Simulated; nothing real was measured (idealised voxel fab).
process module | voxel transistor to metal
cross-section cut | 155 nm wide | cells 5 nm
A cross-section is a grid of square cells, given in bands from the top down. A band is one or more rows of cells.
Each band's line starts with the height of the band's top and of its bottom, in nm. Then come its materials from left to right, each with its width in nm. One material with "throughout" fills the band from edge to edge. "air" is empty space.
Height 0 is the level under which the wafer as received is all one material. The lowest band goes on downwards, as in "0 down".
A width such as "30 to 40" changes by the same amount from each row of cells to the next, from the band's top row to its bottom row.
"no change" after a step means that no cell of the cross-section changed.
closed voids: empty space of 8 cells or more with no open way to the top, each as width x height at its distance from the left edge, in nm
after a step's settings: what the simulator itself notes on the step
overlay nm, on a step with a mask: how far to the right of its planned place the mask lay; to the left if negative
plan
1 op RECEIVE | material Si
2 op OXIDIZE | depth nm 5
3 op CONFORMAL_DEP | material SiN | thk nm 15
4 op MASKED_ETCH | tone cover | mask id ACTIVE | width nm 115 | etch materials SiN | depth nm 15 | overlay nm 0
5 op MASKED_ETCH | tone cover | mask id ACTIVE | width nm 115 | etch materials SiO2 | depth nm 5 | overlay nm 0
6 op MASKED_ETCH | tone cover | mask id ACTIVE | width nm 115 | etch materials Si | depth nm 25 | overlay nm 0
7 op FILL_DEP | material SiO2 | thk nm 15
8 op CMP | height nm 15
9 op SELECTIVE_ETCH | etch materials SiO2 | depth nm 10
10 op STRIP | etch materials SiN
11 op SELECTIVE_ETCH | etch materials SiO2 | depth nm 5
12 op OXIDIZE | depth nm 5
13 op DIRECTIONAL_DEP | material polySi | thk nm 30
14 op DIRECTIONAL_DEP | material SiCN | thk nm 10
15 op MASKED_ETCH | tone cover | mask id GATE | width nm 25 | etch materials SiCN | depth nm 20 | overlay nm 0
16 op MASKED_ETCH | tone cover | mask id GATE | width nm 25 | etch materials polySi | depth nm 40 | overlay nm 0
17 op CONFORMAL_DEP | material SiN | thk nm 5
18 op DIRECTIONAL_ETCH | etch materials SiN | depth nm 5
19 op DIRECTIONAL_ETCH | etch materials SiO2 | depth nm 5
20 op DIRECTIONAL_ETCH | etch materials Si | depth nm 5
21 op EPI | material pSi | thk nm 5
22 op FILL_DEP | material SiO2 | thk nm 5
23 op CMP | height nm 35
24 op DIRECTIONAL_DEP | material SiO2 | thk nm 10
25 op DIRECTIONAL_DEP | material aC | thk nm 10
26 op PATTERN | tone open | mask id CONTACT | material resist | width nm 20 | pitch nm 85 | thk nm 25 | overlay nm 0
27 op DIRECTIONAL_ETCH | etch materials aC | depth nm 10
28 op STRIP | etch materials resist
29 op DIRECTIONAL_ETCH | etch materials SiO2 | depth nm 55
30 op STRIP | etch materials aC
31 op CONFORMAL_DEP | material TiN | thk nm 5
32 op FILL_DEP | material W | thk nm 5
33 op CMP | height nm 45
34 op DIRECTIONAL_DEP | material TiN | thk nm 5
35 op DIRECTIONAL_DEP | material Ru | thk nm 25
36 op PATTERN | tone cover | mask id METAL_1 | material resist | width nm 20 | pitch nm 85 | thk nm 15 | overlay nm 0
37 op DIRECTIONAL_ETCH | etch materials Ru | depth nm 25
38 op DIRECTIONAL_ETCH | etch materials TiN | depth nm 5
39 op STRIP | etch materials resist
40 op FILL_DEP | material lowk | thk nm 10
41 op CMP | height nm 75
42 op CONFORMAL_DEP | material SiCN | thk nm 5
43 op DIRECTIONAL_DEP | material SiO2 | thk nm 25
44 op MASKED_ETCH | tone open | mask id METAL_2 | width nm 20 | pitch nm 85 | etch materials SiO2 | depth nm 15 | overlay nm 0
45 op PATTERN | tone open | mask id METAL_2_HOLES | material resist | width nm 15 | pitch nm 85 | thk nm 15 | overlay nm 0
46 op DIRECTIONAL_ETCH | etch materials SiO2 | depth nm 10
47 op DIRECTIONAL_ETCH | etch materials SiCN | depth nm 5
48 op STRIP | etch materials resist
49 op CONFORMAL_DEP | material TiN | thk nm 5
50 op FILL_DEP | material Cu | thk nm 5
51 op CMP | height nm 105
52 op CONFORMAL_DEP | material SiCN | thk nm 5
first wafer, as planned
as received, after step 1
  0 down: Si throughout
  closed voids: none
after step 2
  0 to -5: SiO2 throughout
  below -5: unchanged
after step 3
  15 to 0: SiN throughout
  below 0: unchanged
after step 4
  15 to 0: air 20 | SiN 115 | air 20
  below 0: unchanged
after step 5
  15 to 0: air 20 | SiN 115 | air 20
  0 to -5: air 20 | SiO2 115 | air 20
  below -5: unchanged
after step 6
  15 to 0: air 20 | SiN 115 | air 20
  0 to -5: air 20 | SiO2 115 | air 20
  -5 to -30: air 20 | Si 115 | air 20
  below -30: unchanged
after step 7
  30 to 15: SiO2 throughout
  15 to 0: SiO2 20 | SiN 115 | SiO2 20
  0 to -5: SiO2 throughout
  -5 to -30: SiO2 20 | Si 115 | SiO2 20
  below -30: unchanged
after step 8
  15 to 0: SiO2 20 | SiN 115 | SiO2 20
  below 0: unchanged
after step 9
  15 to 5: air 20 | SiN 115 | air 20
  below 5: unchanged
after step 10
  5 to 0: SiO2 20 | air 115 | SiO2 20
  below 0: unchanged
after step 11
  0 to -5: SiO2 15 | air 125 | SiO2 15
  below -5: unchanged
after step 12
  0 to -5: SiO2 15 | air 125 | SiO2 15
  -5 to -10: SiO2 throughout
  below -10: unchanged
after step 13
  30 to 25: polySi 15 | air 125 | polySi 15
  25 to 0: polySi throughout
  0 to -5: SiO2 15 | polySi 125 | SiO2 15
  below -5: unchanged
after step 14
  40 to 35: SiCN 15 | air 125 | SiCN 15
  35 to 30: SiCN throughout
  30 to 25: polySi 15 | SiCN 125 | polySi 15
  below 25: unchanged
after step 15
  35 to 30: air 65 | SiCN 25 | air 65
  30 to 25: polySi 15 | air 50 | SiCN 25 | air 50 | polySi 15
  below 25: unchanged
after step 16
  35 to 25: air 65 | SiCN 25 | air 65
  25 to 0: air 65 | polySi 25 | air 65
  0 to -5: SiO2 15 | air 50 | polySi 25 | air 50 | SiO2 15
  below -5: unchanged
after step 17
  40 to 35: air 60 | SiN 35 | air 60
  35 to 25: air 60 | SiN 5 | SiCN 25 | SiN 5 | air 60
  25 to 5: air 60 | SiN 5 | polySi 25 | SiN 5 | air 60
  5 to 0: SiN 20 | air 40 | SiN 5 | polySi 25 | SiN 5 | air 40 | SiN 20
  0 to -5: SiO2 15 | SiN 50 | polySi 25 | SiN 50 | SiO2 15
  below -5: unchanged
after step 18
  35 to 25: air 60 | SiN 5 | SiCN 25 | SiN 5 | air 60
  25 to 0: air 60 | SiN 5 | polySi 25 | SiN 5 | air 60
  0 to -5: SiO2 15 | SiN 5 | air 40 | SiN 5 | polySi 25 | SiN 5 | air 40 | SiN 5 | SiO2 15
  below -5: unchanged
after step 19
  35 to 25: air 60 | SiN 5 | SiCN 25 | SiN 5 | air 60
  25 to 0: air 60 | SiN 5 | polySi 25 | SiN 5 | air 60
  0 to -5: air 15 | SiN 5 | air 40 | SiN 5 | polySi 25 | SiN 5 | air 40 | SiN 5 | air 15
  -5 to -10: SiO2 20 | air 40 | SiO2 35 | air 40 | SiO2 20
  below -10: unchanged
after step 20
  35 to 25: air 60 | SiN 5 | SiCN 25 | SiN 5 | air 60
  25 to 0: air 60 | SiN 5 | polySi 25 | SiN 5 | air 60
  0 to -5: air 15 | SiN 5 | air 40 | SiN 5 | polySi 25 | SiN 5 | air 40 | SiN 5 | air 15
  -5 to -10: SiO2 20 | air 40 | SiO2 35 | air 40 | SiO2 20
  -10 to -15: SiO2 20 | air 40 | Si 35 | air 40 | SiO2 20
  below -15: unchanged
after step 21
  35 to 25: air 60 | SiN 5 | SiCN 25 | SiN 5 | air 60
  25 to 0: air 60 | SiN 5 | polySi 25 | SiN 5 | air 60
  0 to -5: air 15 | SiN 5 | air 40 | SiN 5 | polySi 25 | SiN 5 | air 40 | SiN 5 | air 15
  -5 to -10: SiO2 20 | air 35 | pSi 5 | SiO2 35 | pSi 5 | air 35 | SiO2 20
  -10 to -15: SiO2 20 | pSi 40 | Si 35 | pSi 40 | SiO2 20
  below -15: unchanged
after step 22
  40 to 35: SiO2 throughout
  35 to 25: SiO2 60 | SiN 5 | SiCN 25 | SiN 5 | SiO2 60
  25 to 0: SiO2 60 | SiN 5 | polySi 25 | SiN 5 | SiO2 60
  0 to -5: SiO2 15 | SiN 5 | SiO2 40 | SiN 5 | polySi 25 | SiN 5 | SiO2 40 | SiN 5 | SiO2 15
  -5 to -10: SiO2 55 | pSi 5 | SiO2 35 | pSi 5 | SiO2 55
  below -10: unchanged
after step 23
  35 to 25: SiO2 60 | SiN 5 | SiCN 25 | SiN 5 | SiO2 60
  below 25: unchanged
after step 24
  45 to 35: SiO2 throughout
  below 35: unchanged
after step 25
  55 to 45: aC throughout
  below 45: unchanged
after step 26
  80 to 55: resist 25 | air 20 | resist 65 | air 20 | resist 25
  below 55: unchanged
after step 27
  70 to 55: resist 25 | air 20 | resist 65 | air 20 | resist 25
  55 to 45: aC 25 | air 20 | aC 65 | air 20 | aC 25
  below 45: unchanged
after step 28
  55 to 45: aC 25 | air 20 | aC 65 | air 20 | aC 25
  below 45: unchanged
after step 29
  55 to 45: aC 25 | air 20 | aC 65 | air 20 | aC 25
  45 to 35: SiO2 25 | air 20 | SiO2 65 | air 20 | SiO2 25
  35 to 25: SiO2 25 | air 20 | SiO2 15 | SiN 5 | SiCN 25 | SiN 5 | SiO2 15 | air 20 | SiO2 25
  25 to 0: SiO2 25 | air 20 | SiO2 15 | SiN 5 | polySi 25 | SiN 5 | SiO2 15 | air 20 | SiO2 25
  0 to -5: SiO2 15 | SiN 5 | SiO2 5 | air 20 | SiO2 15 | SiN 5 | polySi 25 | SiN 5 | SiO2 15 | air 20 | SiO2 5 | SiN 5 | SiO2 15
  -5 to -10: SiO2 25 | air 20 | SiO2 10 | pSi 5 | SiO2 35 | pSi 5 | SiO2 10 | air 20 | SiO2 25
  below -10: unchanged
after step 30
  45 to 35: SiO2 25 | air 20 | SiO2 65 | air 20 | SiO2 25
  below 35: unchanged
after step 31
  50 to 45: TiN 30 | air 10 | TiN 75 | air 10 | TiN 30
  45 to 35: SiO2 25 | TiN 5 | air 10 | TiN 5 | SiO2 65 | TiN 5 | air 10 | TiN 5 | SiO2 25
  35 to 25: SiO2 25 | TiN 5 | air 10 | TiN 5 | SiO2 15 | SiN 5 | SiCN 25 | SiN 5 | SiO2 15 | TiN 5 | air 10 | TiN 5 | SiO2 25
  25 to 0: SiO2 25 | TiN 5 | air 10 | TiN 5 | SiO2 15 | SiN 5 | polySi 25 | SiN 5 | SiO2 15 | TiN 5 | air 10 | TiN 5 | SiO2 25
  0 to -5: SiO2 15 | SiN 5 | SiO2 5 | TiN 5 | air 10 | TiN 5 | SiO2 15 | SiN 5 | polySi 25 | SiN 5 | SiO2 15 | TiN 5 | air 10 | TiN 5 | SiO2 5 | SiN 5 | SiO2 15
  -5 to -10: SiO2 25 | TiN 20 | SiO2 10 | pSi 5 | SiO2 35 | pSi 5 | SiO2 10 | TiN 20 | SiO2 25
  below -10: unchanged
after step 32
  55 to 50: W throughout
  50 to 45: TiN 30 | W 10 | TiN 75 | W 10 | TiN 30
  45 to 35: SiO2 25 | TiN 5 | W 10 | TiN 5 | SiO2 65 | TiN 5 | W 10 | TiN 5 | SiO2 25
  35 to 25: SiO2 25 | TiN 5 | W 10 | TiN 5 | SiO2 15 | SiN 5 | SiCN 25 | SiN 5 | SiO2 15 | TiN 5 | W 10 | TiN 5 | SiO2 25
  25 to 0: SiO2 25 | TiN 5 | W 10 | TiN 5 | SiO2 15 | SiN 5 | polySi 25 | SiN 5 | SiO2 15 | TiN 5 | W 10 | TiN 5 | SiO2 25
  0 to -5: SiO2 15 | SiN 5 | SiO2 5 | TiN 5 | W 10 | TiN 5 | SiO2 15 | SiN 5 | polySi 25 | SiN 5 | SiO2 15 | TiN 5 | W 10 | TiN 5 | SiO2 5 | SiN 5 | SiO2 15
  below -5: unchanged
after step 33
  45 to 35: SiO2 25 | TiN 5 | W 10 | TiN 5 | SiO2 65 | TiN 5 | W 10 | TiN 5 | SiO2 25
  below 35: unchanged
after step 34
  50 to 45: TiN throughout
  below 45: unchanged
after step 35
  75 to 50: Ru throughout
  below 50: unchanged
after step 36
  90 to 75: air 25 | resist 20 | air 65 | resist 20 | air 25
  below 75: unchanged
after step 37
  90 to 75: air 25 | resist 20 | air 65 | resist 20 | air 25
  75 to 50: air 25 | Ru 20 | air 65 | Ru 20 | air 25
  below 50: unchanged
after step 38
  90 to 75: air 25 | resist 20 | air 65 | resist 20 | air 25
  75 to 50: air 25 | Ru 20 | air 65 | Ru 20 | air 25
  50 to 45: air 25 | TiN 20 | air 65 | TiN 20 | air 25
  below 45: unchanged
after step 39
  75 to 50: air 25 | Ru 20 | air 65 | Ru 20 | air 25
  below 50: unchanged
after step 40
  85 to 75: lowk throughout
  75 to 50: lowk 25 | Ru 20 | lowk 65 | Ru 20 | lowk 25
  50 to 45: lowk 25 | TiN 20 | lowk 65 | TiN 20 | lowk 25
  below 45: unchanged
after step 41
  75 to 50: lowk 25 | Ru 20 | lowk 65 | Ru 20 | lowk 25
  below 50: unchanged
after step 42
  80 to 75: SiCN throughout
  below 75: unchanged
after step 43
  105 to 80: SiO2 throughout
  below 80: unchanged
after step 44
  105 to 90: SiO2 25 | air 20 | SiO2 65 | air 20 | SiO2 25
  below 90: unchanged
after step 45
  120 to 105: resist 25 | air 15 | resist 70 | air 15 | resist 30
  105 to 90: SiO2 25 | air 15 | resist 5 | SiO2 65 | air 15 | resist 5 | SiO2 25
  below 90: unchanged
after step 46
  120 to 105: resist 25 | air 15 | resist 70 | air 15 | resist 30
  105 to 90: SiO2 25 | air 15 | resist 5 | SiO2 65 | air 15 | resist 5 | SiO2 25
  90 to 80: SiO2 25 | air 15 | SiO2 70 | air 15 | SiO2 30
  below 80: unchanged
after step 47
  120 to 105: resist 25 | air 15 | resist 70 | air 15 | resist 30
  105 to 90: SiO2 25 | air 15 | resist 5 | SiO2 65 | air 15 | resist 5 | SiO2 25
  90 to 80: SiO2 25 | air 15 | SiO2 70 | air 15 | SiO2 30
  80 to 75: SiCN 25 | air 15 | SiCN 70 | air 15 | SiCN 30
  below 75: unchanged
after step 48
  105 to 90: SiO2 25 | air 20 | SiO2 65 | air 20 | SiO2 25
  below 90: unchanged
after step 49
  110 to 105: TiN 30 | air 10 | TiN 75 | air 10 | TiN 30
  105 to 95: SiO2 25 | TiN 5 | air 10 | TiN 5 | SiO2 65 | TiN 5 | air 10 | TiN 5 | SiO2 25
  95 to 90: SiO2 25 | TiN 5 | air 5 | TiN 10 | SiO2 65 | TiN 5 | air 5 | TiN 10 | SiO2 25
  90 to 80: SiO2 25 | TiN 5 | air 5 | TiN 5 | SiO2 70 | TiN 5 | air 5 | TiN 5 | SiO2 30
  80 to 75: SiCN 25 | TiN 15 | SiCN 70 | TiN 15 | SiCN 30
  below 75: unchanged
after step 50
  115 to 110: Cu throughout
  110 to 105: TiN 30 | Cu 10 | TiN 75 | Cu 10 | TiN 30
  105 to 95: SiO2 25 | TiN 5 | Cu 10 | TiN 5 | SiO2 65 | TiN 5 | Cu 10 | TiN 5 | SiO2 25
  95 to 90: SiO2 25 | TiN 5 | Cu 5 | TiN 10 | SiO2 65 | TiN 5 | Cu 5 | TiN 10 | SiO2 25
  90 to 80: SiO2 25 | TiN 5 | Cu 5 | TiN 5 | SiO2 70 | TiN 5 | Cu 5 | TiN 5 | SiO2 30
  below 80: unchanged
after step 51
  105 to 95: SiO2 25 | TiN 5 | Cu 10 | TiN 5 | SiO2 65 | TiN 5 | Cu 10 | TiN 5 | SiO2 25
  below 95: unchanged
after step 52
  110 to 105: SiCN throughout
  below 105: unchanged
second wafer: like start, like plan, one mistake. Through step 5 it matches the first wafer
when step 6 should have ended
  15 to 0: air 20 | SiN 115 | air 20
  0 to -5: air 20 | SiO2 115 | air 20
  -5 to -55: air 20 | Si 115 | air 20
  below -55: unchanged
when step 7 should have ended
  30 to 15: SiO2 throughout
  15 to 0: SiO2 20 | SiN 115 | SiO2 20
  0 to -5: SiO2 throughout
  -5 to -55: SiO2 20 | Si 115 | SiO2 20
  below -55: unchanged
when step 8 should have ended
  15 to 0: SiO2 20 | SiN 115 | SiO2 20
  below 0: unchanged
when step 9 should have ended
  15 to 5: air 20 | SiN 115 | air 20
  below 5: unchanged
when step 10 should have ended
  5 to 0: SiO2 20 | air 115 | SiO2 20
  below 0: unchanged
when step 11 should have ended
  0 to -5: SiO2 15 | air 125 | SiO2 15
  below -5: unchanged
when step 12 should have ended
  0 to -5: SiO2 15 | air 125 | SiO2 15
  -5 to -10: SiO2 throughout
  below -10: unchanged
when step 13 should have ended
  30 to 25: polySi 15 | air 125 | polySi 15
  25 to 0: polySi throughout
  0 to -5: SiO2 15 | polySi 125 | SiO2 15
  below -5: unchanged
when step 14 should have ended
  40 to 35: SiCN 15 | air 125 | SiCN 15
  35 to 30: SiCN throughout
  30 to 25: polySi 15 | SiCN 125 | polySi 15
  below 25: unchanged
when step 15 should have ended
  35 to 30: air 65 | SiCN 25 | air 65
  30 to 25: polySi 15 | air 50 | SiCN 25 | air 50 | polySi 15
  below 25: unchanged
when step 16 should have ended
  35 to 25: air 65 | SiCN 25 | air 65
  25 to 0: air 65 | polySi 25 | air 65
  0 to -5: SiO2 15 | air 50 | polySi 25 | air 50 | SiO2 15
  below -5: unchanged
when step 17 should have ended
  40 to 35: air 60 | SiN 35 | air 60
  35 to 25: air 60 | SiN 5 | SiCN 25 | SiN 5 | air 60
  25 to 5: air 60 | SiN 5 | polySi 25 | SiN 5 | air 60
  5 to 0: SiN 20 | air 40 | SiN 5 | polySi 25 | SiN 5 | air 40 | SiN 20
  0 to -5: SiO2 15 | SiN 50 | polySi 25 | SiN 50 | SiO2 15
  below -5: unchanged
when step 18 should have ended
  35 to 25: air 60 | SiN 5 | SiCN 25 | SiN 5 | air 60
  25 to 0: air 60 | SiN 5 | polySi 25 | SiN 5 | air 60
  0 to -5: SiO2 15 | SiN 5 | air 40 | SiN 5 | polySi 25 | SiN 5 | air 40 | SiN 5 | SiO2 15
  below -5: unchanged
when step 19 should have ended
  35 to 25: air 60 | SiN 5 | SiCN 25 | SiN 5 | air 60
  25 to 0: air 60 | SiN 5 | polySi 25 | SiN 5 | air 60
  0 to -5: air 15 | SiN 5 | air 40 | SiN 5 | polySi 25 | SiN 5 | air 40 | SiN 5 | air 15
  -5 to -10: SiO2 20 | air 40 | SiO2 35 | air 40 | SiO2 20
  below -10: unchanged
when step 20 should have ended
  35 to 25: air 60 | SiN 5 | SiCN 25 | SiN 5 | air 60
  25 to 0: air 60 | SiN 5 | polySi 25 | SiN 5 | air 60
  0 to -5: air 15 | SiN 5 | air 40 | SiN 5 | polySi 25 | SiN 5 | air 40 | SiN 5 | air 15
  -5 to -10: SiO2 20 | air 40 | SiO2 35 | air 40 | SiO2 20
  -10 to -15: SiO2 20 | air 40 | Si 35 | air 40 | SiO2 20
  below -15: unchanged
when step 21 should have ended
  35 to 25: air 60 | SiN 5 | SiCN 25 | SiN 5 | air 60
  25 to 0: air 60 | SiN 5 | polySi 25 | SiN 5 | air 60
  0 to -5: air 15 | SiN 5 | air 40 | SiN 5 | polySi 25 | SiN 5 | air 40 | SiN 5 | air 15
  -5 to -10: SiO2 20 | air 35 | pSi 5 | SiO2 35 | pSi 5 | air 35 | SiO2 20
  -10 to -15: SiO2 20 | pSi 40 | Si 35 | pSi 40 | SiO2 20
  below -15: unchanged
when step 22 should have ended
  40 to 35: SiO2 throughout
  35 to 25: SiO2 60 | SiN 5 | SiCN 25 | SiN 5 | SiO2 60
  25 to 0: SiO2 60 | SiN 5 | polySi 25 | SiN 5 | SiO2 60
  0 to -5: SiO2 15 | SiN 5 | SiO2 40 | SiN 5 | polySi 25 | SiN 5 | SiO2 40 | SiN 5 | SiO2 15
  -5 to -10: SiO2 55 | pSi 5 | SiO2 35 | pSi 5 | SiO2 55
  below -10: unchanged
when step 23 should have ended
  35 to 25: SiO2 60 | SiN 5 | SiCN 25 | SiN 5 | SiO2 60
  below 25: unchanged
when step 24 should have ended
  45 to 35: SiO2 throughout
  below 35: unchanged
when step 25 should have ended
  55 to 45: aC throughout
  below 45: unchanged
when step 26 should have ended
  80 to 55: resist 25 | air 20 | resist 65 | air 20 | resist 25
  below 55: unchanged
when step 27 should have ended
  70 to 55: resist 25 | air 20 | resist 65 | air 20 | resist 25
  55 to 45: aC 25 | air 20 | aC 65 | air 20 | aC 25
  below 45: unchanged
when step 28 should have ended
  55 to 45: aC 25 | air 20 | aC 65 | air 20 | aC 25
  below 45: unchanged
when step 29 should have ended
  55 to 45: aC 25 | air 20 | aC 65 | air 20 | aC 25
  45 to 35: SiO2 25 | air 20 | SiO2 65 | air 20 | SiO2 25
  35 to 25: SiO2 25 | air 20 | SiO2 15 | SiN 5 | SiCN 25 | SiN 5 | SiO2 15 | air 20 | SiO2 25
  25 to 0: SiO2 25 | air 20 | SiO2 15 | SiN 5 | polySi 25 | SiN 5 | SiO2 15 | air 20 | SiO2 25
  0 to -5: SiO2 15 | SiN 5 | SiO2 5 | air 20 | SiO2 15 | SiN 5 | polySi 25 | SiN 5 | SiO2 15 | air 20 | SiO2 5 | SiN 5 | SiO2 15
  -5 to -10: SiO2 25 | air 20 | SiO2 10 | pSi 5 | SiO2 35 | pSi 5 | SiO2 10 | air 20 | SiO2 25
  below -10: unchanged
when step 30 should have ended
  45 to 35: SiO2 25 | air 20 | SiO2 65 | air 20 | SiO2 25
  below 35: unchanged
when step 31 should have ended
  50 to 45: TiN 30 | air 10 | TiN 75 | air 10 | TiN 30
  45 to 35: SiO2 25 | TiN 5 | air 10 | TiN 5 | SiO2 65 | TiN 5 | air 10 | TiN 5 | SiO2 25
  35 to 25: SiO2 25 | TiN 5 | air 10 | TiN 5 | SiO2 15 | SiN 5 | SiCN 25 | SiN 5 | SiO2 15 | TiN 5 | air 10 | TiN 5 | SiO2 25
  25 to 0: SiO2 25 | TiN 5 | air 10 | TiN 5 | SiO2 15 | SiN 5 | polySi 25 | SiN 5 | SiO2 15 | TiN 5 | air 10 | TiN 5 | SiO2 25
  0 to -5: SiO2 15 | SiN 5 | SiO2 5 | TiN 5 | air 10 | TiN 5 | SiO2 15 | SiN 5 | polySi 25 | SiN 5 | SiO2 15 | TiN 5 | air 10 | TiN 5 | SiO2 5 | SiN 5 | SiO2 15
  -5 to -10: SiO2 25 | TiN 20 | SiO2 10 | pSi 5 | SiO2 35 | pSi 5 | SiO2 10 | TiN 20 | SiO2 25
  below -10: unchanged
when step 32 should have ended
  55 to 50: W throughout
  50 to 45: TiN 30 | W 10 | TiN 75 | W 10 | TiN 30
  45 to 35: SiO2 25 | TiN 5 | W 10 | TiN 5 | SiO2 65 | TiN 5 | W 10 | TiN 5 | SiO2 25
  35 to 25: SiO2 25 | TiN 5 | W 10 | TiN 5 | SiO2 15 | SiN 5 | SiCN 25 | SiN 5 | SiO2 15 | TiN 5 | W 10 | TiN 5 | SiO2 25
  25 to 0: SiO2 25 | TiN 5 | W 10 | TiN 5 | SiO2 15 | SiN 5 | polySi 25 | SiN 5 | SiO2 15 | TiN 5 | W 10 | TiN 5 | SiO2 25
  0 to -5: SiO2 15 | SiN 5 | SiO2 5 | TiN 5 | W 10 | TiN 5 | SiO2 15 | SiN 5 | polySi 25 | SiN 5 | SiO2 15 | TiN 5 | W 10 | TiN 5 | SiO2 5 | SiN 5 | SiO2 15
  below -5: unchanged
when step 33 should have ended
  45 to 35: SiO2 25 | TiN 5 | W 10 | TiN 5 | SiO2 65 | TiN 5 | W 10 | TiN 5 | SiO2 25
  below 35: unchanged
when step 34 should have ended
  50 to 45: TiN throughout
  below 45: unchanged
when step 35 should have ended
  75 to 50: Ru throughout
  below 50: unchanged
when step 36 should have ended
  90 to 75: air 25 | resist 20 | air 65 | resist 20 | air 25
  below 75: unchanged
when step 37 should have ended
  90 to 75: air 25 | resist 20 | air 65 | resist 20 | air 25
  75 to 50: air 25 | Ru 20 | air 65 | Ru 20 | air 25
  below 50: unchanged
when step 38 should have ended
  90 to 75: air 25 | resist 20 | air 65 | resist 20 | air 25
  75 to 50: air 25 | Ru 20 | air 65 | Ru 20 | air 25
  50 to 45: air 25 | TiN 20 | air 65 | TiN 20 | air 25
  below 45: unchanged
when step 39 should have ended
  75 to 50: air 25 | Ru 20 | air 65 | Ru 20 | air 25
  below 50: unchanged
when step 40 should have ended
  85 to 75: lowk throughout
  75 to 50: lowk 25 | Ru 20 | lowk 65 | Ru 20 | lowk 25
  50 to 45: lowk 25 | TiN 20 | lowk 65 | TiN 20 | lowk 25
  below 45: unchanged
when step 41 should have ended
  75 to 50: lowk 25 | Ru 20 | lowk 65 | Ru 20 | lowk 25
  below 50: unchanged
when step 42 should have ended
  80 to 75: SiCN throughout
  below 75: unchanged
when step 43 should have ended
  105 to 80: SiO2 throughout
  below 80: unchanged
when step 44 should have ended
  105 to 90: SiO2 25 | air 20 | SiO2 65 | air 20 | SiO2 25
  below 90: unchanged
when step 45 should have ended
  120 to 105: resist 25 | air 15 | resist 70 | air 15 | resist 30
  105 to 90: SiO2 25 | air 15 | resist 5 | SiO2 65 | air 15 | resist 5 | SiO2 25
  below 90: unchanged
when step 46 should have ended
  120 to 105: resist 25 | air 15 | resist 70 | air 15 | resist 30
  105 to 90: SiO2 25 | air 15 | resist 5 | SiO2 65 | air 15 | resist 5 | SiO2 25
  90 to 80: SiO2 25 | air 15 | SiO2 70 | air 15 | SiO2 30
  below 80: unchanged
when step 47 should have ended
  120 to 105: resist 25 | air 15 | resist 70 | air 15 | resist 30
  105 to 90: SiO2 25 | air 15 | resist 5 | SiO2 65 | air 15 | resist 5 | SiO2 25
  90 to 80: SiO2 25 | air 15 | SiO2 70 | air 15 | SiO2 30
  80 to 75: SiCN 25 | air 15 | SiCN 70 | air 15 | SiCN 30
  below 75: unchanged
when step 48 should have ended
  105 to 90: SiO2 25 | air 20 | SiO2 65 | air 20 | SiO2 25
  below 90: unchanged
when step 49 should have ended
  110 to 105: TiN 30 | air 10 | TiN 75 | air 10 | TiN 30
  105 to 95: SiO2 25 | TiN 5 | air 10 | TiN 5 | SiO2 65 | TiN 5 | air 10 | TiN 5 | SiO2 25
  95 to 90: SiO2 25 | TiN 5 | air 5 | TiN 10 | SiO2 65 | TiN 5 | air 5 | TiN 10 | SiO2 25
  90 to 80: SiO2 25 | TiN 5 | air 5 | TiN 5 | SiO2 70 | TiN 5 | air 5 | TiN 5 | SiO2 30
  80 to 75: SiCN 25 | TiN 15 | SiCN 70 | TiN 15 | SiCN 30
  below 75: unchanged
when step 50 should have ended
  115 to 110: Cu throughout
  110 to 105: TiN 30 | Cu 10 | TiN 75 | Cu 10 | TiN 30
  105 to 95: SiO2 25 | TiN 5 | Cu 10 | TiN 5 | SiO2 65 | TiN 5 | Cu 10 | TiN 5 | SiO2 25
  95 to 90: SiO2 25 | TiN 5 | Cu 5 | TiN 10 | SiO2 65 | TiN 5 | Cu 5 | TiN 10 | SiO2 25
  90 to 80: SiO2 25 | TiN 5 | Cu 5 | TiN 5 | SiO2 70 | TiN 5 | Cu 5 | TiN 5 | SiO2 30
  below 80: unchanged
when step 51 should have ended
  105 to 95: SiO2 25 | TiN 5 | Cu 10 | TiN 5 | SiO2 65 | TiN 5 | Cu 10 | TiN 5 | SiO2 25
  below 95: unchanged
when step 52 should have ended
  110 to 105: SiCN throughout
  below 105: unchanged
what went wrong: step 6 was run twice
at the end the second wafer has, in cells: 40 fewer of Si | 40 more of SiO2
